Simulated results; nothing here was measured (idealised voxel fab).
Process module, titled voxel self aligned contacts
Cross-section cut spans 205 nm and uses square cells 5 nm in size.
Cross-section = grid of square cells, listed top down in bands; band = one or more rows. Basically the band line says how high the top is and how high the bottom is, in nm, and then what's in it from left to right, every material with its width in nm. Empty space shows up as "blank", and if a single material carries "full width" it runs the full band edge to edge. Measure heights from 0. That's the level where, below it, the as-received wafer is all one material. The lowest band is bottomless and extends downward; write it as in "0 and below". Quick explanation for "30 to 40": the width changes in equal steps down the rows of cells, from the first number in the band's top row to the second number in its bottom row. "same as before" means the step left every cell of the cross-section as it was. Look at "Enclosed void entries" for the closed voids: empty spaces with no open path to the top, sized 8 cells or up. Each is width x height at distance, distance from the left edge, all nm. Post-settings text on a step line: simulator's own remark regarding the step. Steps that use a mask can have "overlay nm" on their line. It says how far the mask sat to the right of where it was meant to be. Negative means to the left.
## Set out below are the planned steps of the process
1. op RECEIVE | material Si
2. op CONFORMAL_DEP | material SiO2 | thk nm 5
3. op DIRECTIONAL_DEP | material polySi | thk nm 20
4. op DIRECTIONAL_DEP | material SiN | thk nm 20
5. op MASKED_ETCH | tone cover | mask id GATE | width nm 35 | pitch nm 70 | etch materials SiN | depth nm 20 | overlay nm 0
6. op MASKED_ETCH | tone cover | mask id GATE | width nm 35 | pitch nm 70 | etch materials polySi | depth nm 20 | overlay nm 0
7. op CONFORMAL_DEP | material SiN | thk nm 10
8. op DIRECTIONAL_ETCH | etch materials SiN | depth nm 10
9. op FILL_DEP | material SiO2 | thk nm 10
10. op CMP | height nm 50
11. op PATTERN | tone open | mask id CONTACT | material resist | width nm 45 | pitch nm 70 | thk nm 20 | overlay nm 0
12. op DIRECTIONAL_ETCH | etch materials SiO2 | depth nm 50
13. op STRIP | etch materials resist
14. op CONFORMAL_DEP | material TiN | thk nm 5
15. op FILL_DEP | material Ru | thk nm 10
16. op CMP | height nm 50
17. op CONFORMAL_DEP | material SiCN | thk nm 5
## Incoming wafer, cross-sectional view, post step 1
- 0 and below  Si full width
- Enclosed void entries: none
## Sectioned view, first of two wafers, at the close of the module, processed as intended in the plan
- 55 down to 50  SiCN full width
- 50 down to 45  45 nm SiO2 | 20 nm TiN | 5 nm Ru | 20 nm TiN | 25 nm SiO2 | 20 nm TiN | 5 nm Ru | 20 nm TiN | 45 nm SiO2
- 45 down to 25  5 nm SiO2 | 55 nm SiN | 5 nm TiN | 5 nm Ru | 5 nm TiN | 55 nm SiN | 5 nm TiN | 5 nm Ru | 5 nm TiN | 55 nm SiN | 5 nm SiO2
- 25 down to 5  5 nm SiO2 | 10 nm SiN | 35 nm polySi | 10 nm SiN | 5 nm TiN | 5 nm Ru | 5 nm TiN | 10 nm SiN | 35 nm polySi | 10 nm SiN | 5 nm TiN | 5 nm Ru | 5 nm TiN | 10 nm SiN | 35 nm polySi | 10 nm SiN | 5 nm SiO2
- 5 down to 0  60 nm SiO2 | 15 nm TiN | 55 nm SiO2 | 15 nm TiN | 60 nm SiO2
- 0 and below  Si full width
- Enclosed void entries: none
## End-of-module cross-section of the second wafer: identical starting point and process plan to the first, with one processing mistake
- 55 down to 50  SiCN full width
- 50 down to 45  40 nm SiO2 | 25 nm TiN | 5 nm Ru | 15 nm TiN | 25 nm SiO2 | 25 nm TiN | 5 nm Ru | 15 nm TiN | 50 nm SiO2
- 45 down to 25  5 nm SiO2 | 55 nm SiN | 5 nm TiN | 5 nm Ru | 5 nm TiN | 55 nm SiN | 5 nm TiN | 5 nm Ru | 5 nm TiN | 55 nm SiN | 5 nm SiO2
- 25 down to 5  5 nm SiO2 | 10 nm SiN | 35 nm polySi | 10 nm SiN | 5 nm TiN | 5 nm Ru | 5 nm TiN | 10 nm SiN | 35 nm polySi | 10 nm SiN | 5 nm TiN | 5 nm Ru | 5 nm TiN | 10 nm SiN | 35 nm polySi | 10 nm SiN | 5 nm SiO2
- 5 down to 0  60 nm SiO2 | 15 nm TiN | 55 nm SiO2 | 15 nm TiN | 60 nm SiO2
- 0 and below  Si full width
- Enclosed void entries: none
Nonconformance to the process plan: step 11, actual vs plan mismatch, actual run op PATTERN | tone open | mask id CONTACT | material resist | width nm 45 | pitch nm 70 | thk nm 20 | overlay nm -5
Both wafers, final: cells per material equal; arrangement not.
